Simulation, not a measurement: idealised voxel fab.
Module name: voxel transistor to metal (process module)
In the cross-section labelled cut, the width is 190 nm and each square cell is 5 nm.
Heads up, the way a cross-section reads in here is a grid of square cells, handed over as bands from the top down, with every band being one or more rows of cells.
It is stipulated that each band's entry specify, in nanometres, the height of the top of the band and then that of its bottom, followed by the materials of the band in left-to-right sequence, each together with its width in nanometres. A single material marked by the word "edge to edge" is understood to fill the band from edge to edge; the word "empty" is understood to denote empty space.
Heights are expressed relative to 0, this being the level below which the as-received wafer comprises one material exclusively. The lowest band is unbounded in the downward direction and is denoted as in "0..down".
Top row gets the first number, bottom row gets the second, and each row in between changes by the same step: that is how a band width like "30 to 40" works.
The cross-section has no changed cell in any step marked "remains unaltered".
If an empty space has no open way to the top and is at least 8 cells in size, "Closed void register" lists it, written width x height at distance, where distance is measured from the left edge and every value is in nm.
Post-settings text on a step line: simulator's own remark regarding the step.
On any step carrying a mask, the "overlay nm" setting, if present on the step's line, tells how far right of its planned place the mask lay; negative values point to the left.
Each pair of cross-sections that follows straddles one process step: the one shows the state before the step, the other the state after it, down to the lowest band that changed and no further. The step in question, and its settings, are given under the pair. Note that a pair is not necessarily a continuation of the pair above it, since pairs can come from different runs of this module on the same starting wafer; it is a continuation only where its entry headed "Before processing" says so.
Before processing:
  0..down  Si edge to edge
  Closed void register: none
Post-Step Appearance:
  0..-5  SiO2 edge to edge
  Lower than -5, everything is as it was.
  Closed void register: none
It is this step that lies between the two cross-sections above: OXIDIZE: depth nm 5
Before processing: see the after view in the pair directly above.
Post-Step Appearance:
  15..0  SiN edge to edge
  Lower than 0, everything is as it was.
  Closed void register: none
It is this step that lies between the two cross-sections above: CONFORMAL_DEP: material SiN, thk nm 15
Before processing: see the after view in the pair directly above.
Post-Step Appearance:
  35..15  empty (40), resist (105), empty (45)
  Lower than 15, everything is as it was.
  Closed void register: none
It is this step that lies between the two cross-sections above: PATTERN: tone cover, mask id ACTIVE, material resist, width nm 105, thk nm 20, overlay nm 0
Before processing: see the after view in the pair directly above.
Post-Step Appearance:
  35..15  empty (40), resist (105), empty (45)
  15..0  empty (40), SiN (105), empty (45)
  Lower than 0, everything is as it was.
  Closed void register: none
It is this step that lies between the two cross-sections above: DIRECTIONAL_ETCH: etch materials SiN, depth nm 15
Before processing: see the after view in the pair directly above.
Post-Step Appearance:
  35..15  empty (40), resist (105), empty (45)
  15..0  empty (40), SiN (105), empty (45)
  0..-5  empty (40), SiO2 (105), empty (45)
  Lower than -5, everything is as it was.
  Closed void register: none
It is this step that lies between the two cross-sections above: DIRECTIONAL_ETCH: etch materials SiO2, depth nm 5
Before processing: see the after view in the pair directly above.
Post-Step Appearance:
  35..15  empty (40), resist (105), empty (45)
  15..0  empty (40), SiN (105), empty (45)
  0..-5  empty (40), SiO2 (105), empty (45)
  -5..-35  empty (40), Si (105), empty (45)
  Lower than -35, everything is as it was.
  Closed void register: none
It is this step that lies between the two cross-sections above: DIRECTIONAL_ETCH: etch materials Si, depth nm 30
Before processing: see the after view in the pair directly above.
Post-Step Appearance:
  15..0  empty (40), SiN (105), empty (45)
  Lower than 0, everything is as it was.
  Closed void register: none
It is this step that lies between the two cross-sections above: STRIP: etch materials resist
Before processing: see the after view in the pair directly above.
Post-Step Appearance:
  25..15  SiO2 edge to edge
  15..0  SiO2 (40), SiN (105), SiO2 (45)
  0..-5  SiO2 edge to edge
  -5..-35  SiO2 (40), Si (105), SiO2 (45)
  Lower than -35, everything is as it was.
  Closed void register: none
It is this step that lies between the two cross-sections above: FILL_DEP: material SiO2, thk nm 10
Before processing: see the after view in the pair directly above.
Post-Step Appearance:
  15..0  SiO2 (40), SiN (105), SiO2 (45)
  Lower than 0, everything is as it was.
  Closed void register: none
It is this step that lies between the two cross-sections above: CMP: height nm 15
Before processing: see the after view in the pair directly above.
Post-Step Appearance:
  15..10  empty (40), SiN (105), empty (45)
  Lower than 10, everything is as it was.
  Closed void register: none
It is this step that lies between the two cross-sections above: SELECTIVE_ETCH: etch materials SiO2, depth nm 5
Before processing: see the after view in the pair directly above.
Post-Step Appearance:
  10..0  SiO2 (40), empty (105), SiO2 (45)
  Lower than 0, everything is as it was.
  Closed void register: none
It is this step that lies between the two cross-sections above: STRIP: etch materials SiN
Before processing: see the after view in the pair directly above.
Post-Step Appearance:
  5..-5  SiO2 (35), empty (115), SiO2 (40)
  Lower than -5, everything is as it was.
  Closed void register: none
It is this step that lies between the two cross-sections above: SELECTIVE_ETCH: etch materials SiO2, depth nm 5
Before processing: see the after view in the pair directly above.
Post-Step Appearance:
  5..-5  SiO2 (35), empty (115), SiO2 (40)
  -5..-10  SiO2 edge to edge
  Lower than -10, everything is as it was.
  Closed void register: none
It is this step that lies between the two cross-sections above: OXIDIZE: depth nm 5
Before processing: see the after view in the pair directly above.
Post-Step Appearance:
  35..25  polySi (35), empty (115), polySi (40)
  25..5  polySi edge to edge
  5..-5  SiO2 (35), polySi (115), SiO2 (40)
  Lower than -5, everything is as it was.
  Closed void register: none
It is this step that lies between the two cross-sections above: DIRECTIONAL_DEP: material polySi, thk nm 30
Before processing: see the after view in the pair directly above.
Post-Step Appearance:
  50..40  SiCN (35), empty (115), SiCN (40)
  40..35  SiCN edge to edge
  35..25  polySi (35), SiCN (115), polySi (40)
  Lower than 25, everything is as it was.
  Closed void register: none
It is this step that lies between the two cross-sections above: DIRECTIONAL_DEP: material SiCN, thk nm 15
Before processing: see the after view in the pair directly above.
Post-Step Appearance:
  60..50  aC (35), empty (115), aC (40)
  50..40  SiCN (35), aC (115), SiCN (40)
  Lower than 40, everything is as it was.
  Closed void register: none
It is this step that lies between the two cross-sections above: DIRECTIONAL_DEP: material aC, thk nm 10
Before processing: see the after view in the pair directly above.
Post-Step Appearance:
  85..60  empty (75), resist (35), empty (80)
  60..50  aC (35), empty (40), resist (35), empty (40), aC (40)
  Lower than 50, everything is as it was.
  Closed void register: none
It is this step that lies between the two cross-sections above: PATTERN: tone cover, mask id GATE, material resist, width nm 35, thk nm 25, overlay nm 0
Before processing: see the after view in the pair directly above.
Post-Step Appearance:
  75..50  empty (75), resist (35), empty (80)
  50..40  SiCN (35), empty (40), aC (35), empty (40), SiCN (40)
  Lower than 40, everything is as it was.
  Closed void register: none
It is this step that lies between the two cross-sections above: DIRECTIONAL_ETCH: etch materials aC, depth nm 10
Before processing: see the after view in the pair directly above.
Post-Step Appearance:
  50..40  SiCN (35), empty (40), aC (35), empty (40), SiCN (40)
  Lower than 40, everything is as it was.
  Closed void register: none
It is this step that lies between the two cross-sections above: STRIP: etch materials resist
Before processing: see the after view in the pair directly above.
Post-Step Appearance:
  50..40  empty (75), aC (35), empty (80)
  40..35  empty (75), SiCN (35), empty (80)
  35..25  polySi (35), empty (40), SiCN (35), empty (40), polySi (40)
  Lower than 25, everything is as it was.
  Closed void register: none
It is this step that lies between the two cross-sections above: DIRECTIONAL_ETCH: etch materials SiCN, depth nm 25
Before processing: see the after view in the pair directly above.
Post-Step Appearance:
  50..40  empty (75), aC (35), empty (80)
  40..25  empty (75), SiCN (35), empty (80)
  25..5  empty (75), polySi (35), empty (80)
  5..-5  SiO2 (35), empty (40), polySi (35), empty (40), SiO2 (40)
  Lower than -5, everything is as it was.
  Closed void register: none
It is this step that lies between the two cross-sections above: DIRECTIONAL_ETCH: etch materials polySi, depth nm 40
Before processing: see the after view in the pair directly above.
Post-Step Appearance:
  40..25  empty (75), SiCN (35), empty (80)
  Lower than 25, everything is as it was.
  Closed void register: none
It is this step that lies between the two cross-sections above: STRIP: etch materials aC
Before processing: see the after view in the pair directly above.
Post-Step Appearance:
  45..40  empty (70), SiO2 (45), empty (75)
  40..25  empty (70), SiO2 (5), SiCN (35), SiO2 (5), empty (75)
  25..10  empty (70), SiO2 (5), polySi (35), SiO2 (5), empty (75)
  10..0  SiO2 (40), empty (30), SiO2 (5), polySi (35), SiO2 (5), empty (30), SiO2 (45)
  0..-5  SiO2 (75), polySi (35), SiO2 (80)
  Lower than -5, everything is as it was.
  Closed void register: none
It is this step that lies between the two cross-sections above: CONFORMAL_DEP: material SiO2, thk nm 5
Before processing: see the after view in the pair directly above.
Post-Step Appearance:
  40..25  empty (70), SiO2 (5), SiCN (35), SiO2 (5), empty (75)
  25..5  empty (70), SiO2 (5), polySi (35), SiO2 (5), empty (75)
  5..-5  SiO2 (40), empty (30), SiO2 (5), polySi (35), SiO2 (5), empty (30), SiO2 (45)
  Lower than -5, everything is as it was.
  Closed void register: none
It is this step that lies between the two cross-sections above: DIRECTIONAL_ETCH: etch materials SiO2, depth nm 5
Before processing: see the after view in the pair directly above.
Post-Step Appearance:
  50..40  empty (60), SiN (65), empty (65)
  40..25  empty (60), SiN (10), SiO2 (5), SiCN (35), SiO2 (5), SiN (10), empty (65)
  25..15  empty (60), SiN (10), SiO2 (5), polySi (35), SiO2 (5), SiN (10), empty (65)
  15..5  SiN (50), empty (10), SiN (10), SiO2 (5), polySi (35), SiO2 (5), SiN (10), empty (10), SiN (55)
  5..-5  SiO2 (40), SiN (30), SiO2 (5), polySi (35), SiO2 (5), SiN (30), SiO2 (45)
  Lower than -5, everything is as it was.
  Closed void register: none
It is this step that lies between the two cross-sections above: CONFORMAL_DEP: material SiN, thk nm 10
Before processing: see the after view in the pair directly above.
Post-Step Appearance:
  40..25  empty (60), SiN (10), SiO2 (5), SiCN (35), SiO2 (5), SiN (10), empty (65)
  25..5  empty (60), SiN (10), SiO2 (5), polySi (35), SiO2 (5), SiN (10), empty (65)
  5..-5  SiO2 (40), SiN (10), empty (10), SiN (10), SiO2 (5), polySi (35), SiO2 (5), SiN (10), empty (10), SiN (10), SiO2 (45)
  Lower than -5, everything is as it was.
  Closed void register: none
It is this step that lies between the two cross-sections above: DIRECTIONAL_ETCH: etch materials SiN, depth nm 10
Before processing: see the after view in the pair directly above.
Post-Step Appearance:
  40..35  empty (60), SiN (10), empty (5), SiCN (35), empty (5), SiN (10), empty (65)
  35..25  empty (60), SiN (10), SiO2 (5), SiCN (35), SiO2 (5), SiN (10), empty (65)
  25..5  empty (60), SiN (10), SiO2 (5), polySi (35), SiO2 (5), SiN (10), empty (65)
  5..0  empty (40), SiN (10), empty (10), SiN (10), SiO2 (5), polySi (35), SiO2 (5), SiN (10), empty (10), SiN (10), empty (45)
  0..-5  SiO2 (40), SiN (10), empty (10), SiN (10), SiO2 (5), polySi (35), SiO2 (5), SiN (10), empty (10), SiN (10), SiO2 (45)
  -5..-10  SiO2 (50), empty (10), SiO2 (65), empty (10), SiO2 (55)
  Lower than -10, everything is as it was.
  Closed void register: none
It is this step that lies between the two cross-sections above: DIRECTIONAL_ETCH: etch materials SiO2, depth nm 5
Before processing: see the after view in the pair directly above.
Post-Step Appearance:
  40..35  empty (60), SiN (10), empty (5), SiCN (35), empty (5), SiN (10), empty (65)
  35..25  empty (60), SiN (10), SiO2 (5), SiCN (35), SiO2 (5), SiN (10), empty (65)
  25..5  empty (60), SiN (10), SiO2 (5), polySi (35), SiO2 (5), SiN (10), empty (65)
  5..0  empty (40), SiN (10), empty (10), SiN (10), SiO2 (5), polySi (35), SiO2 (5), SiN (10), empty (10), SiN (10), empty (45)
  0..-5  SiO2 (40), SiN (10), empty (10), SiN (10), SiO2 (5), polySi (35), SiO2 (5), SiN (10), empty (10), SiN (10), SiO2 (45)
  -5..-10  SiO2 (50), empty (10), SiO2 (65), empty (10), SiO2 (55)
  -10..-20  SiO2 (40), Si (10), empty (10), Si (65), empty (10), Si (10), SiO2 (45)
  Lower than -20, everything is as it was.
  Closed void register: none
It is this step that lies between the two cross-sections above: DIRECTIONAL_ETCH: etch materials Si, depth nm 10
Before processing: see the after view in the pair directly above.
Post-Step Appearance:
  40..35  empty (60), SiN (10), empty (5), SiCN (35), empty (5), SiN (10), empty (65)
  35..25  empty (60), SiN (10), SiO2 (5), SiCN (35), SiO2 (5), SiN (10), empty (65)
  25..5  empty (60), SiN (10), SiO2 (5), polySi (35), SiO2 (5), SiN (10), empty (65)
  5..0  empty (40), SiN (10), pSi (10), SiN (10), SiO2 (5), polySi (35), SiO2 (5), SiN (10), pSi (10), SiN (10), empty (45)
  0..-5  SiO2 (40), SiN (10), pSi (10), SiN (10), SiO2 (5), polySi (35), SiO2 (5), SiN (10), pSi (10), SiN (10), SiO2 (45)
  -5..-10  SiO2 (50), pSi (10), SiO2 (65), pSi (10), SiO2 (55)
  -10..-20  SiO2 (40), Si (10), pSi (10), Si (65), pSi (10), Si (10), SiO2 (45)
  Lower than -20, everything is as it was.
  Closed void register: none
It is this step that lies between the two cross-sections above: EPI: material pSi, thk nm 15
Before processing: see the after view in the pair directly above.
Post-Step Appearance:
  50..40  SiO2 edge to edge
  40..25  SiO2 (60), SiN (10), SiO2 (5), SiCN (35), SiO2 (5), SiN (10), SiO2 (65)
  25..5  SiO2 (60), SiN (10), SiO2 (5), polySi (35), SiO2 (5), SiN (10), SiO2 (65)
  5..-5  SiO2 (40), SiN (10), pSi (10), SiN (10), SiO2 (5), polySi (35), SiO2 (5), SiN (10), pSi (10), SiN (10), SiO2 (45)
  Lower than -5, everything is as it was.
  Closed void register: none
It is this step that lies between the two cross-sections above: FILL_DEP: material SiO2, thk nm 10
Before processing: see the after view in the pair directly above.
Post-Step Appearance:
  25..5  SiO2 (60), SiN (10), SiO2 (5), polySi (35), SiO2 (5), SiN (10), SiO2 (65)
  Lower than 5, everything is as it was.
  Closed void register: none
It is this step that lies between the two cross-sections above: CMP: height nm 25
Before processing: see the after view in the pair directly above.
Post-Step Appearance:
  25..5  SiO2 (60), SiN (10), SiO2 (5), empty (35), SiO2 (5), SiN (10), SiO2 (65)
  5..-5  SiO2 (40), SiN (10), pSi (10), SiN (10), SiO2 (5), empty (35), SiO2 (5), SiN (10), pSi (10), SiN (10), SiO2 (45)
  Lower than -5, everything is as it was.
  Closed void register: none
It is this step that lies between the two cross-sections above: STRIP: etch materials polySi
Before processing: see the after view in the pair directly above.
Post-Step Appearance:
  25..20  empty (60), SiN (10), empty (45), SiN (10), empty (65)
  20..5  SiO2 (60), SiN (10), empty (45), SiN (10), SiO2 (65)
  5..-5  SiO2 (40), SiN (10), pSi (10), SiN (10), empty (45), SiN (10), pSi (10), SiN (10), SiO2 (45)
  -5..-10  SiO2 (50), pSi (10), SiO2 (10), empty (45), SiO2 (10), pSi (10), SiO2 (55)
  Lower than -10, everything is as it was.
  Closed void register: none
It is this step that lies between the two cross-sections above: SELECTIVE_ETCH: etch materials SiO2, depth nm 5
Before processing: see the after view in the pair directly above.
Post-Step Appearance:
  30..25  empty (55), HfO2 (20), empty (35), HfO2 (20), empty (60)
  25..20  HfO2 (60), SiN (10), HfO2 (5), empty (35), HfO2 (5), SiN (10), HfO2 (65)
  20..5  SiO2 (60), SiN (10), HfO2 (5), empty (35), HfO2 (5), SiN (10), SiO2 (65)
  5..-5  SiO2 (40), SiN (10), pSi (10), SiN (10), HfO2 (5), empty (35), HfO2 (5), SiN (10), pSi (10), SiN (10), SiO2 (45)
  -5..-10  SiO2 (50), pSi (10), SiO2 (10), HfO2 (45), SiO2 (10), pSi (10), SiO2 (55)
  Lower than -10, everything is as it was.
  Closed void register: none
It is this step that lies between the two cross-sections above: CONFORMAL_DEP: material HfO2, thk nm 5
Before processing: see the after view in the pair directly above.
Post-Step Appearance:
  35..30  empty (50), TiN (30), empty (25), TiN (30), empty (55)
  30..25  TiN (55), HfO2 (20), TiN (5), empty (25), TiN (5), HfO2 (20), TiN (60)
  25..20  HfO2 (60), SiN (10), HfO2 (5), TiN (5), empty (25), TiN (5), HfO2 (5), SiN (10), HfO2 (65)
  20..5  SiO2 (60), SiN (10), HfO2 (5), TiN (5), empty (25), TiN (5), HfO2 (5), SiN (10), SiO2 (65)
  5..0  SiO2 (40), SiN (10), pSi (10), SiN (10), HfO2 (5), TiN (5), empty (25), TiN (5), HfO2 (5), SiN (10), pSi (10), SiN (10), SiO2 (45)
  0..-5  SiO2 (40), SiN (10), pSi (10), SiN (10), HfO2 (5), TiN (35), HfO2 (5), SiN (10), pSi (10), SiN (10), SiO2 (45)
  Lower than -5, everything is as it was.
  Closed void register: none
It is this step that lies between the two cross-sections above: CONFORMAL_DEP: material TiN, thk nm 5
Before processing: see the after view in the pair directly above.
Post-Step Appearance:
  45..35  W edge to edge
  35..30  W (50), TiN (30), W (25), TiN (30), W (55)
  30..25  TiN (55), HfO2 (20), TiN (5), W (25), TiN (5), HfO2 (20), TiN (60)
  25..20  HfO2 (60), SiN (10), HfO2 (5), TiN (5), W (25), TiN (5), HfO2 (5), SiN (10), HfO2 (65)
  20..5  SiO2 (60), SiN (10), HfO2 (5), TiN (5), W (25), TiN (5), HfO2 (5), SiN (10), SiO2 (65)
  5..0  SiO2 (40), SiN (10), pSi (10), SiN (10), HfO2 (5), TiN (5), W (25), TiN (5), HfO2 (5), SiN (10), pSi (10), SiN (10), SiO2 (45)
  Lower than 0, everything is as it was.
  Closed void register: none
It is this step that lies between the two cross-sections above: FILL_DEP: material W, thk nm 10
Before processing: see the after view in the pair directly above.
Post-Step Appearance:
  20..5  SiO2 (60), SiN (10), HfO2 (5), TiN (5), W (25), TiN (5), HfO2 (5), SiN (10), SiO2 (65)
  Lower than 5, everything is as it was.
  Closed void register: none
It is this step that lies between the two cross-sections above: CMP: height nm 20
Before processing: see the after view in the pair directly above.
Post-Step Appearance:
  30..20  SiO2 edge to edge
  Lower than 20, everything is as it was.
  Closed void register: none
It is this step that lies between the two cross-sections above: DIRECTIONAL_DEP: material SiO2, thk nm 10
Before processing: see the after view in the pair directly above.
Post-Step Appearance:
  30..20  SiO2 (45), empty (15), SiO2 (65), empty (15), SiO2 (50)
  20..5  SiO2 (45), empty (15), SiN (10), HfO2 (5), TiN (5), W (25), TiN (5), HfO2 (5), SiN (10), empty (15), SiO2 (50)
  Lower than 5, everything is as it was.
  Closed void register: none
It is this step that lies between the two cross-sections above: MASKED_ETCH: tone open, mask id CONTACT, width nm 15, pitch nm 80, etch materials SiO2, depth nm 25, overlay nm 0
Before processing: see the after view in the pair directly above.
Post-Step Appearance:
  35..30  TiN (50), empty (5), TiN (75), empty (5), TiN (55)
  30..20  SiO2 (45), TiN (5), empty (5), TiN (5), SiO2 (65), TiN (5), empty (5), TiN (5), SiO2 (50)
  20..10  SiO2 (45), TiN (5), empty (5), TiN (5), SiN (10), HfO2 (5), TiN (5), W (25), TiN (5), HfO2 (5), SiN (10), TiN (5), empty (5), TiN (5), SiO2 (50)
  10..5  SiO2 (45), TiN (15), SiN (10), HfO2 (5), TiN (5), W (25), TiN (5), HfO2 (5), SiN (10), TiN (15), SiO2 (50)
  Lower than 5, everything is as it was.
  Closed void register: none
It is this step that lies between the two cross-sections above: CONFORMAL_DEP: material TiN, thk nm 5
Before processing: see the after view in the pair directly above.
Post-Step Appearance:
  40..35  Ru edge to edge
  35..30  TiN (50), Ru (5), TiN (75), Ru (5), TiN (55)
  30..20  SiO2 (45), TiN (5), Ru (5), TiN (5), SiO2 (65), TiN (5), Ru (5), TiN (5), SiO2 (50)
  20..10  SiO2 (45), TiN (5), Ru (5), TiN (5), SiN (10), HfO2 (5), TiN (5), W (25), TiN (5), HfO2 (5), SiN (10), TiN (5), Ru (5), TiN (5), SiO2 (50)
  Lower than 10, everything is as it was.
  Closed void register: none
It is this step that lies between the two cross-sections above: FILL_DEP: material Ru, thk nm 5
Before processing: see the after view in the pair directly above.
Post-Step Appearance:
  30..20  SiO2 (45), TiN (5), Ru (5), TiN (5), SiO2 (65), TiN (5), Ru (5), TiN (5), SiO2 (50)
  Lower than 20, everything is as it was.
  Closed void register: none
It is this step that lies between the two cross-sections above: CMP: height nm 30
Before processing: see the after view in the pair directly above.
Post-Step Appearance:
  35..30  TiN edge to edge
  Lower than 30, everything is as it was.
  Closed void register: none
It is this step that lies between the two cross-sections above: DIRECTIONAL_DEP: material TiN, thk nm 5
Before processing: see the after view in the pair directly above.
Post-Step Appearance:
  50..35  W edge to edge
  Lower than 35, everything is as it was.
  Closed void register: none
It is this step that lies between the two cross-sections above: DIRECTIONAL_DEP: material W, thk nm 15
Before processing: see the after view in the pair directly above.
Post-Step Appearance:
  60..50  aC edge to edge
  Lower than 50, everything is as it was.
  Closed void register: none
It is this step that lies between the two cross-sections above: DIRECTIONAL_DEP: material aC, thk nm 10
Before processing: see the after view in the pair directly above.
Post-Step Appearance:
  85..60  empty (45), resist (15), empty (65), resist (15), empty (50)
  Lower than 60, everything is as it was.
  Closed void register: none
It is this step that lies between the two cross-sections above: PATTERN: tone cover, mask id METAL_1, material resist, width nm 15, pitch nm 80, thk nm 25, overlay nm 0
Before processing: see the after view in the pair directly above.
Post-Step Appearance:
  75..60  empty (45), resist (15), empty (65), resist (15), empty (50)
  60..50  empty (45), aC (15), empty (65), aC (15), empty (50)
  Lower than 50, everything is as it was.
  Closed void register: none
It is this step that lies between the two cross-sections above: DIRECTIONAL_ETCH: etch materials aC, depth nm 10
Before processing: see the after view in the pair directly above.
Post-Step Appearance:
  60..50  empty (45), aC (15), empty (65), aC (15), empty (50)
  Lower than 50, everything is as it was.
  Closed void register: none
It is this step that lies between the two cross-sections above: STRIP: etch materials resist
Before processing: see the after view in the pair directly above.
Post-Step Appearance:
  60..50  empty (45), aC (15), empty (65), aC (15), empty (50)
  50..35  empty (45), W (15), empty (65), W (15), empty (50)
  Lower than 35, everything is as it was.
  Closed void register: none
It is this step that lies between the two cross-sections above: DIRECTIONAL_ETCH: etch materials W, depth nm 15
Before processing: see the after view in the pair directly above.
Post-Step Appearance:
  60..50  empty (45), aC (15), empty (65), aC (15), empty (50)
  50..35  empty (45), W (15), empty (65), W (15), empty (50)
  35..30  empty (45), TiN (15), empty (65), TiN (15), empty (50)
  Lower than 30, everything is as it was.
  Closed void register: none
It is this step that lies between the two cross-sections above: DIRECTIONAL_ETCH: etch materials TiN, depth nm 5
Before processing: see the after view in the pair directly above.
Post-Step Appearance:
  50..35  empty (45), W (15), empty (65), W (15), empty (50)
  Lower than 35, everything is as it was.
  Closed void register: none
It is this step that lies between the two cross-sections above: STRIP: etch materials aC
Before processing: see the after view in the pair directly above.
Post-Step Appearance:
  55..50  lowk edge to edge
  50..35  lowk (45), W (15), lowk (65), W (15), lowk (50)
  35..30  lowk (45), TiN (15), lowk (65), TiN (15), lowk (50)
  Lower than 30, everything is as it was.
  Closed void register: none
It is this step that lies between the two cross-sections above: FILL_DEP: material lowk, thk nm 5
Before processing: see the after view in the pair directly above.
Post-Step Appearance:
  50..35  lowk (45), W (15), lowk (65), W (15), lowk (50)
  Lower than 35, everything is as it was.
  Closed void register: none
It is this step that lies between the two cross-sections above: CMP: height nm 50
Before processing: see the after view in the pair directly above.
Post-Step Appearance:
  55..50  SiCN edge to edge
  Lower than 50, everything is as it was.
  Closed void register: none
It is this step that lies between the two cross-sections above: CONFORMAL_DEP: material SiCN, thk nm 5
Before processing:
  25..20  empty (60), SiN (10), empty (45), SiN (10), empty (65)
  20..5  SiO2 (60), SiN (10), empty (45), SiN (10), SiO2 (65)
  5..-5  SiO2 (40), SiN (10), pSi (10), SiN (10), empty (45), SiN (10), pSi (10), SiN (10), SiO2 (45)
  -5..-10  SiO2 (50), pSi (10), SiO2 (10), empty (45), SiO2 (10), pSi (10), SiO2 (55)
  -10..-20  SiO2 (40), Si (10), pSi (10), Si (65), pSi (10), Si (10), SiO2 (45)
  -20..-35  SiO2 (40), Si (105), SiO2 (45)
  -35..down  Si edge to edge
  Closed void register: none
Post-Step Appearance:
  30..25  empty (55), TiN (20), empty (35), TiN (20), empty (60)
  25..20  TiN (60), SiN (10), TiN (5), empty (35), TiN (5), SiN (10), TiN (65)
  20..5  SiO2 (60), SiN (10), TiN (5), empty (35), TiN (5), SiN (10), SiO2 (65)
  5..-5  SiO2 (40), SiN (10), pSi (10), SiN (10), TiN (5), empty (35), TiN (5), SiN (10), pSi (10), SiN (10), SiO2 (45)
  -5..-10  SiO2 (50), pSi (10), SiO2 (10), TiN (45), SiO2 (10), pSi (10), SiO2 (55)
  Lower than -10, everything is as it was.
  Closed void register: none
It is this step that lies between the two cross-sections above: CONFORMAL_DEP: material TiN, thk nm 5
Before processing: see the after view in the pair directly above.
Post-Step Appearance:
  40..30  W edge to edge
  30..25  W (55), TiN (20), W (35), TiN (20), W (60)
  25..20  TiN (60), SiN (10), TiN (5), W (35), TiN (5), SiN (10), TiN (65)
  20..5  SiO2 (60), SiN (10), TiN (5), W (35), TiN (5), SiN (10), SiO2 (65)
  5..-5  SiO2 (40), SiN (10), pSi (10), SiN (10), TiN (5), W (35), TiN (5), SiN (10), pSi (10), SiN (10), SiO2 (45)
  Lower than -5, everything is as it was.
  Closed void register: none
It is this step that lies between the two cross-sections above: FILL_DEP: material W, thk nm 10
Before processing: see the after view in the pair directly above.
Post-Step Appearance:
  20..5  SiO2 (60), SiN (10), TiN (5), W (35), TiN (5), SiN (10), SiO2 (65)
  Lower than 5, everything is as it was.
  Closed void register: none
It is this step that lies between the two cross-sections above: CMP: height nm 20
Before processing: see the after view in the pair directly above.
Post-Step Appearance:
  30..20  SiO2 edge to edge
  Lower than 20, everything is as it was.
  Closed void register: none
It is this step that lies between the two cross-sections above: DIRECTIONAL_DEP: material SiO2, thk nm 10
Before processing: see the after view in the pair directly above.
Post-Step Appearance:
  30..20  SiO2 (45), empty (15), SiO2 (65), empty (15), SiO2 (50)
  20..5  SiO2 (45), empty (15), SiN (10), TiN (5), W (35), TiN (5), SiN (10), empty (15), SiO2 (50)
  Lower than 5, everything is as it was.
  Closed void register: none
It is this step that lies between the two cross-sections above: MASKED_ETCH: tone open, mask id CONTACT, width nm 15, pitch nm 80, etch materials SiO2, depth nm 25, overlay nm 0
Before processing: see the after view in the pair directly above.
Post-Step Appearance:
  35..30  TiN (50), empty (5), TiN (75), empty (5), TiN (55)
  30..20  SiO2 (45), TiN (5), empty (5), TiN (5), SiO2 (65), TiN (5), empty (5), TiN (5), SiO2 (50)
  20..10  SiO2 (45), TiN (5), empty (5), TiN (5), SiN (10), TiN (5), W (35), TiN (5), SiN (10), TiN (5), empty (5), TiN (5), SiO2 (50)
  10..5  SiO2 (45), TiN (15), SiN (10), TiN (5), W (35), TiN (5), SiN (10), TiN (15), SiO2 (50)
  Lower than 5, everything is as it was.
  Closed void register: none
It is this step that lies between the two cross-sections above: CONFORMAL_DEP: material TiN, thk nm 5
Before processing: see the after view in the pair directly above.
Post-Step Appearance:
  40..35  Ru edge to edge
  35..30  TiN (50), Ru (5), TiN (75), Ru (5), TiN (55)
  30..20  SiO2 (45), TiN (5), Ru (5), TiN (5), SiO2 (65), TiN (5), Ru (5), TiN (5), SiO2 (50)
  20..10  SiO2 (45), TiN (5), Ru (5), TiN (5), SiN (10), TiN (5), W (35), TiN (5), SiN (10), TiN (5), Ru (5), TiN (5), SiO2 (50)
  Lower than 10, everything is as it was.
  Closed void register: none
It is this step that lies between the two cross-sections above: FILL_DEP: material Ru, thk nm 5
Before processing: see the after view in the pair directly above.
Post-Step Appearance:
  30..20  SiO2 (45), TiN (5), Ru (5), TiN (5), SiO2 (65), TiN (5), Ru (5), TiN (5), SiO2 (50)
  Lower than 20, everything is as it was.
  Closed void register: none
It is this step that lies between the two cross-sections above: CMP: height nm 30
Before processing: see the after view in the pair directly above.
Post-Step Appearance:
  35..30  TiN edge to edge
  Lower than 30, everything is as it was.
  Closed void register: none
It is this step that lies between the two cross-sections above: DIRECTIONAL_DEP: material TiN, thk nm 5
Before processing: see the after view in the pair directly above.
Post-Step Appearance:
  50..35  W edge to edge
  Lower than 35, everything is as it was.
  Closed void register: none
It is this step that lies between the two cross-sections above: DIRECTIONAL_DEP: material W, thk nm 15
Before processing: see the after view in the pair directly above.
Post-Step Appearance:
  60..50  aC edge to edge
  Lower than 50, everything is as it was.
  Closed void register: none
It is this step that lies between the two cross-sections above: DIRECTIONAL_DEP: material aC, thk nm 10
Before processing: see the after view in the pair directly above.
Post-Step Appearance:
  85..60  empty (45), resist (15), empty (65), resist (15), empty (50)
  Lower than 60, everything is as it was.
  Closed void register: none
It is this step that lies between the two cross-sections above: PATTERN: tone cover, mask id METAL_1, material resist, width nm 15, pitch nm 80, thk nm 25, overlay nm 0
Before processing: see the after view in the pair directly above.
Post-Step Appearance:
  75..60  empty (45), resist (15), empty (65), resist (15), empty (50)
  60..50  empty (45), aC (15), empty (65), aC (15), empty (50)
  Lower than 50, everything is as it was.
  Closed void register: none
It is this step that lies between the two cross-sections above: DIRECTIONAL_ETCH: etch materials aC, depth nm 10
Before processing: see the after view in the pair directly above.
Post-Step Appearance:
  60..50  empty (45), aC (15), empty (65), aC (15), empty (50)
  Lower than 50, everything is as it was.
  Closed void register: none
It is this step that lies between the two cross-sections above: STRIP: etch materials resist
Before processing: see the after view in the pair directly above.
Post-Step Appearance:
  60..50  empty (45), aC (15), empty (65), aC (15), empty (50)
  50..35  empty (45), W (15), empty (65), W (15), empty (50)
  Lower than 35, everything is as it was.
  Closed void register: none
It is this step that lies between the two cross-sections above: DIRECTIONAL_ETCH: etch materials W, depth nm 15
Before processing: see the after view in the pair directly above.
Post-Step Appearance:
  60..50  empty (45), aC (15), empty (65), aC (15), empty (50)
  50..35  empty (45), W (15), empty (65), W (15), empty (50)
  35..30  empty (45), TiN (15), empty (65), TiN (15), empty (50)
  Lower than 30, everything is as it was.
  Closed void register: none
It is this step that lies between the two cross-sections above: DIRECTIONAL_ETCH: etch materials TiN, depth nm 5
Before processing: see the after view in the pair directly above.
Post-Step Appearance:
  50..35  empty (45), W (15), empty (65), W (15), empty (50)
  Lower than 35, everything is as it was.
  Closed void register: none
It is this step that lies between the two cross-sections above: STRIP: etch materials aC
Before processing: see the after view in the pair directly above.
Post-Step Appearance:
  55..50  lowk edge to edge
  50..35  lowk (45), W (15), lowk (65), W (15), lowk (50)
  35..30  lowk (45), TiN (15), lowk (65), TiN (15), lowk (50)
  Lower than 30, everything is as it was.
  Closed void register: none
It is this step that lies between the two cross-sections above: FILL_DEP: material lowk, thk nm 5
Before processing: see the after view in the pair directly above.
Post-Step Appearance:
  50..35  lowk (45), W (15), lowk (65), W (15), lowk (50)
  Lower than 35, everything is as it was.
  Closed void register: none
It is this step that lies between the two cross-sections above: CMP: height nm 50
